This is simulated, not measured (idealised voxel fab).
process module | voxel wiring stack
cross-section cut | 265 nm wide | cells 5 nm
A cross-section is a grid of square cells, given in bands from the top down. A band is one or more rows of cells.
Each band's line starts with the height of the band's top and of its bottom, in nm. Then come its materials from left to right, each with its width in nm. One material with "throughout" fills the band from edge to edge. "air" is empty space.
Height 0 is the level under which the wafer as received is all one material. The lowest band goes on downwards, as in "0 down".
A width such as "30 to 40" changes by the same amount from each row of cells to the next, from the band's top row to its bottom row.
"no change" after a step means that no cell of the cross-section changed.
closed voids: empty space of 8 cells or more with no open way to the top, each as width x height at its distance from the left edge, in nm
after a step's settings: what the simulator itself notes on the step
overlay nm, on a step with a mask: how far to the right of its planned place the mask lay; to the left if negative
plan
1 op RECEIVE | material Si
2 op CONFORMAL_DEP | material SiO2 | thk nm 15
3 op CONFORMAL_DEP | material SiN | thk nm 5
4 op DIRECTIONAL_DEP | material lowk | thk nm 25
5 op DIRECTIONAL_DEP | material aC | thk nm 10
6 op PATTERN | tone open | mask id METAL_1 | material resist | width nm 25 | pitch nm 45 | thk nm 25 | overlay nm 0
7 op DIRECTIONAL_ETCH | etch materials aC | depth nm 10
8 op STRIP | etch materials resist
9 op DIRECTIONAL_ETCH | etch materials lowk | depth nm 25
10 op DIRECTIONAL_ETCH | etch materials SiN | depth nm 5
11 op STRIP | etch materials aC
12 op CONFORMAL_DEP | material TiN | thk nm 5
13 op FILL_DEP | material Cu | thk nm 10
14 op CMP | height nm 45
15 op CONFORMAL_DEP | material SiCN | thk nm 5
16 op DIRECTIONAL_DEP | material SiO2 | thk nm 10
17 op DIRECTIONAL_DEP | material aC | thk nm 10
18 op PATTERN | tone open | mask id PLUG_1 | material resist | width nm 15 | thk nm 25 | overlay nm 0
19 op DIRECTIONAL_ETCH | etch materials aC | depth nm 10
20 op STRIP | etch materials resist
21 op DIRECTIONAL_ETCH | etch materials SiO2 | depth nm 10
22 op DIRECTIONAL_ETCH | etch materials SiCN | depth nm 5
23 op STRIP | etch materials aC
24 op CONFORMAL_DEP | material TiN | thk nm 5
25 op FILL_DEP | material Ru | thk nm 10
26 op CMP | height nm 60
27 op CONFORMAL_DEP | material SiN | thk nm 5
28 op DIRECTIONAL_DEP | material SiO2 | thk nm 15
29 op MASKED_ETCH | tone open | mask id METAL_2 | width nm 25 | pitch nm 45 | etch materials SiO2 | depth nm 15 | overlay nm 0
30 op MASKED_ETCH | tone open | mask id METAL_2 | width nm 25 | pitch nm 45 | etch materials SiN | depth nm 5 | overlay nm 0
31 op CONFORMAL_DEP | material TiN | thk nm 5
32 op FILL_DEP | material W | thk nm 10
33 op CMP | height nm 80
34 op CONFORMAL_DEP | material SiCN | thk nm 5
35 op DIRECTIONAL_DEP | material lowk | thk nm 20
36 op MASKED_ETCH | tone open | mask id PLUG_2 | width nm 15 | pitch nm 45 | etch materials lowk | depth nm 20 | overlay nm 0
37 op MASKED_ETCH | tone open | mask id PLUG_2 | width nm 15 | pitch nm 45 | etch materials SiCN | depth nm 5 | overlay nm 0
38 op CONFORMAL_DEP | material TiN | thk nm 5
39 op FILL_DEP | material W | thk nm 10
40 op CMP | height nm 105
41 op CONFORMAL_DEP | material SiN | thk nm 5
42 op DIRECTIONAL_DEP | material SiO2 | thk nm 20
43 op DIRECTIONAL_DEP | material aC | thk nm 15
44 op PATTERN | tone open | mask id METAL_3 | material resist | width nm 25 | pitch nm 45 | thk nm 30 | overlay nm 0
45 op DIRECTIONAL_ETCH | etch materials aC | depth nm 15
46 op STRIP | etch materials resist
47 op DIRECTIONAL_ETCH | etch materials SiO2 | depth nm 20
48 op DIRECTIONAL_ETCH | etch materials SiN | depth nm 5
49 op STRIP | etch materials aC
50 op CONFORMAL_DEP | material TiN | thk nm 5
51 op FILL_DEP | material W | thk nm 10
52 op CMP | height nm 130
53 op EPI | material Ru | thk nm 5
54 op FILL_DEP | material SiCN | thk nm 5
first wafer, as planned
as received, after step 1
  0 down: Si throughout
  closed voids: none
after step 2
  15 to 0: SiO2 throughout
  below 0: unchanged
after step 3
  20 to 15: SiN throughout
  below 15: unchanged
after step 4
  45 to 20: lowk throughout
  below 20: unchanged
after step 5
  55 to 45: aC throughout
  below 45: unchanged
after step 6
  80 to 55: resist 95 | air 25 | resist 20 | air 25 | resist 100
  below 55: unchanged
after step 7
  70 to 55: resist 95 | air 25 | resist 20 | air 25 | resist 100
  55 to 45: aC 95 | air 25 | aC 20 | air 25 | aC 100
  below 45: unchanged
after step 8
  55 to 45: aC 95 | air 25 | aC 20 | air 25 | aC 100
  below 45: unchanged
after step 9
  55 to 45: aC 95 | air 25 | aC 20 | air 25 | aC 100
  45 to 20: lowk 95 | air 25 | lowk 20 | air 25 | lowk 100
  below 20: unchanged
after step 10
  55 to 45: aC 95 | air 25 | aC 20 | air 25 | aC 100
  45 to 20: lowk 95 | air 25 | lowk 20 | air 25 | lowk 100
  20 to 15: SiN 95 | air 25 | SiN 20 | air 25 | SiN 100
  below 15: unchanged
after step 11
  45 to 20: lowk 95 | air 25 | lowk 20 | air 25 | lowk 100
  below 20: unchanged
after step 12
  50 to 45: TiN 100 | air 15 | TiN 30 | air 15 | TiN 105
  45 to 20: lowk 95 | TiN 5 | air 15 | TiN 5 | lowk 20 | TiN 5 | air 15 | TiN 5 | lowk 100
  20 to 15: SiN 95 | TiN 25 | SiN 20 | TiN 25 | SiN 100
  below 15: unchanged
after step 13
  60 to 50: Cu throughout
  50 to 45: TiN 100 | Cu 15 | TiN 30 | Cu 15 | TiN 105
  45 to 20: lowk 95 | TiN 5 | Cu 15 | TiN 5 | lowk 20 | TiN 5 | Cu 15 | TiN 5 | lowk 100
  below 20: unchanged
after step 14
  45 to 20: lowk 95 | TiN 5 | Cu 15 | TiN 5 | lowk 20 | TiN 5 | Cu 15 | TiN 5 | lowk 100
  below 20: unchanged
after step 15
  50 to 45: SiCN throughout
  below 45: unchanged
after step 16
  60 to 50: SiO2 throughout
  below 50: unchanged
after step 17
  70 to 60: aC throughout
  below 60: unchanged
after step 18
  95 to 70: resist 95 | air 15 | resist 155
  below 70: unchanged
after step 19
  85 to 70: resist 95 | air 15 | resist 155
  70 to 60: aC 95 | air 15 | aC 155
  below 60: unchanged
after step 20
  70 to 60: aC 95 | air 15 | aC 155
  below 60: unchanged
after step 21
  70 to 60: aC 95 | air 15 | aC 155
  60 to 50: SiO2 95 | air 15 | SiO2 155
  below 50: unchanged
after step 22
  70 to 60: aC 95 | air 15 | aC 155
  60 to 50: SiO2 95 | air 15 | SiO2 155
  50 to 45: SiCN 95 | air 15 | SiCN 155
  below 45: unchanged
after step 23
  60 to 50: SiO2 95 | air 15 | SiO2 155
  below 50: unchanged
after step 24
  65 to 60: TiN 100 | air 5 | TiN 160
  60 to 50: SiO2 95 | TiN 5 | air 5 | TiN 5 | SiO2 155
  50 to 45: SiCN 95 | TiN 15 | SiCN 155
  below 45: unchanged
after step 25
  75 to 65: Ru throughout
  65 to 60: TiN 100 | Ru 5 | TiN 160
  60 to 50: SiO2 95 | TiN 5 | Ru 5 | TiN 5 | SiO2 155
  below 50: unchanged
after step 26
  60 to 50: SiO2 95 | TiN 5 | Ru 5 | TiN 5 | SiO2 155
  below 50: unchanged
after step 27
  65 to 60: SiN throughout
  below 60: unchanged
after step 28
  80 to 65: SiO2 throughout
  below 65: unchanged
after step 29
  80 to 65: SiO2 95 | air 25 | SiO2 20 | air 25 | SiO2 100
  below 65: unchanged
after step 30
  80 to 65: SiO2 95 | air 25 | SiO2 20 | air 25 | SiO2 100
  65 to 60: SiN 95 | air 25 | SiN 20 | air 25 | SiN 100
  below 60: unchanged
after step 31
  85 to 80: TiN 100 | air 15 | TiN 30 | air 15 | TiN 105
  80 to 65: SiO2 95 | TiN 5 | air 15 | TiN 5 | SiO2 20 | TiN 5 | air 15 | TiN 5 | SiO2 100
  65 to 60: SiN 95 | TiN 25 | SiN 20 | TiN 25 | SiN 100
  below 60: unchanged
after step 32
  95 to 85: W throughout
  85 to 80: TiN 100 | W 15 | TiN 30 | W 15 | TiN 105
  80 to 65: SiO2 95 | TiN 5 | W 15 | TiN 5 | SiO2 20 | TiN 5 | W 15 | TiN 5 | SiO2 100
  below 65: unchanged
after step 33
  80 to 65: SiO2 95 | TiN 5 | W 15 | TiN 5 | SiO2 20 | TiN 5 | W 15 | TiN 5 | SiO2 100
  below 65: unchanged
after step 34
  85 to 80: SiCN throughout
  below 80: unchanged
after step 35
  105 to 85: lowk throughout
  below 85: unchanged
after step 36
  105 to 85: lowk 95 | air 15 | lowk 30 | air 15 | lowk 110
  below 85: unchanged
after step 37
  105 to 85: lowk 95 | air 15 | lowk 30 | air 15 | lowk 110
  85 to 80: SiCN 95 | air 15 | SiCN 30 | air 15 | SiCN 110
  below 80: unchanged
after step 38
  110 to 105: TiN 100 | air 5 | TiN 40 | air 5 | TiN 115
  105 to 85: lowk 95 | TiN 5 | air 5 | TiN 5 | lowk 30 | TiN 5 | air 5 | TiN 5 | lowk 110
  85 to 80: SiCN 95 | TiN 15 | SiCN 30 | TiN 15 | SiCN 110
  below 80: unchanged
after step 39
  120 to 110: W throughout
  110 to 105: TiN 100 | W 5 | TiN 40 | W 5 | TiN 115
  105 to 85: lowk 95 | TiN 5 | W 5 | TiN 5 | lowk 30 | TiN 5 | W 5 | TiN 5 | lowk 110
  below 85: unchanged
after step 40
  105 to 85: lowk 95 | TiN 5 | W 5 | TiN 5 | lowk 30 | TiN 5 | W 5 | TiN 5 | lowk 110
  below 85: unchanged
after step 41
  110 to 105: SiN throughout
  below 105: unchanged
after step 42
  130 to 110: SiO2 throughout
  below 110: unchanged
after step 43
  145 to 130: aC throughout
  below 130: unchanged
after step 44
  175 to 145: resist 95 | air 25 | resist 20 | air 25 | resist 100
  below 145: unchanged
after step 45
  160 to 145: resist 95 | air 25 | resist 20 | air 25 | resist 100
  145 to 130: aC 95 | air 25 | aC 20 | air 25 | aC 100
  below 130: unchanged
after step 46
  145 to 130: aC 95 | air 25 | aC 20 | air 25 | aC 100
  below 130: unchanged
after step 47
  145 to 130: aC 95 | air 25 | aC 20 | air 25 | aC 100
  130 to 110: SiO2 95 | air 25 | SiO2 20 | air 25 | SiO2 100
  below 110: unchanged
after step 48
  145 to 130: aC 95 | air 25 | aC 20 | air 25 | aC 100
  130 to 110: SiO2 95 | air 25 | SiO2 20 | air 25 | SiO2 100
  110 to 105: SiN 95 | air 25 | SiN 20 | air 25 | SiN 100
  below 105: unchanged
after step 49
  130 to 110: SiO2 95 | air 25 | SiO2 20 | air 25 | SiO2 100
  below 110: unchanged
after step 50
  135 to 130: TiN 100 | air 15 | TiN 30 | air 15 | TiN 105
  130 to 110: SiO2 95 | TiN 5 | air 15 | TiN 5 | SiO2 20 | TiN 5 | air 15 | TiN 5 | SiO2 100
  110 to 105: SiN 95 | TiN 25 | SiN 20 | TiN 25 | SiN 100
  below 105: unchanged
after step 51
  145 to 135: W throughout
  135 to 130: TiN 100 | W 15 | TiN 30 | W 15 | TiN 105
  130 to 110: SiO2 95 | TiN 5 | W 15 | TiN 5 | SiO2 20 | TiN 5 | W 15 | TiN 5 | SiO2 100
  below 110: unchanged
after step 52
  130 to 110: SiO2 95 | TiN 5 | W 15 | TiN 5 | SiO2 20 | TiN 5 | W 15 | TiN 5 | SiO2 100
  below 110: unchanged
after step 53
  135 to 130: air 90 | Ru 35 | air 10 | Ru 35 | air 95
  below 130: unchanged
after step 54
  140 to 135: SiCN throughout
  135 to 130: SiCN 90 | Ru 35 | SiCN 10 | Ru 35 | SiCN 95
  below 130: unchanged
second wafer: like start, like plan, one mistake. Through step 40 it matches the first wafer
when step 41 should have ended
  125 to 105: SiO2 throughout
  below 105: unchanged
when step 42 should have ended
  130 to 125: SiN throughout
  below 125: unchanged
when step 43 should have ended
  145 to 130: aC throughout
  below 130: unchanged
when step 44 should have ended
  175 to 145: resist 95 | air 25 | resist 20 | air 25 | resist 100
  below 145: unchanged
when step 45 should have ended
  160 to 145: resist 95 | air 25 | resist 20 | air 25 | resist 100
  145 to 130: aC 95 | air 25 | aC 20 | air 25 | aC 100
  below 130: unchanged
when step 46 should have ended
  145 to 130: aC 95 | air 25 | aC 20 | air 25 | aC 100
  below 130: unchanged
when step 47 should have ended: no change
when step 48 should have ended
  145 to 130: aC 95 | air 25 | aC 20 | air 25 | aC 100
  130 to 125: SiN 95 | air 25 | SiN 20 | air 25 | SiN 100
  below 125: unchanged
when step 49 should have ended
  130 to 125: SiN 95 | air 25 | SiN 20 | air 25 | SiN 100
  below 125: unchanged
when step 50 should have ended
  135 to 130: TiN 100 | air 15 | TiN 30 | air 15 | TiN 105
  130 to 125: SiN 95 | TiN 25 | SiN 20 | TiN 25 | SiN 100
  below 125: unchanged
when step 51 should have ended
  145 to 135: W throughout
  135 to 130: TiN 100 | W 15 | TiN 30 | W 15 | TiN 105
  below 130: unchanged
when step 52 should have ended
  130 to 125: SiN 95 | TiN 25 | SiN 20 | TiN 25 | SiN 100
  below 125: unchanged
when step 53 should have ended
  135 to 130: air 90 | Ru 35 | air 10 | Ru 35 | air 95
  below 130: unchanged
when step 54 should have ended
  140 to 135: SiCN throughout
  135 to 130: SiCN 90 | Ru 35 | SiCN 10 | Ru 35 | SiCN 95
  below 130: unchanged
what went wrong: steps 41 and 42 were swapped
at the end the second wafer has, in cells: 40 more of SiO2 | 16 fewer of TiN | 24 fewer of W
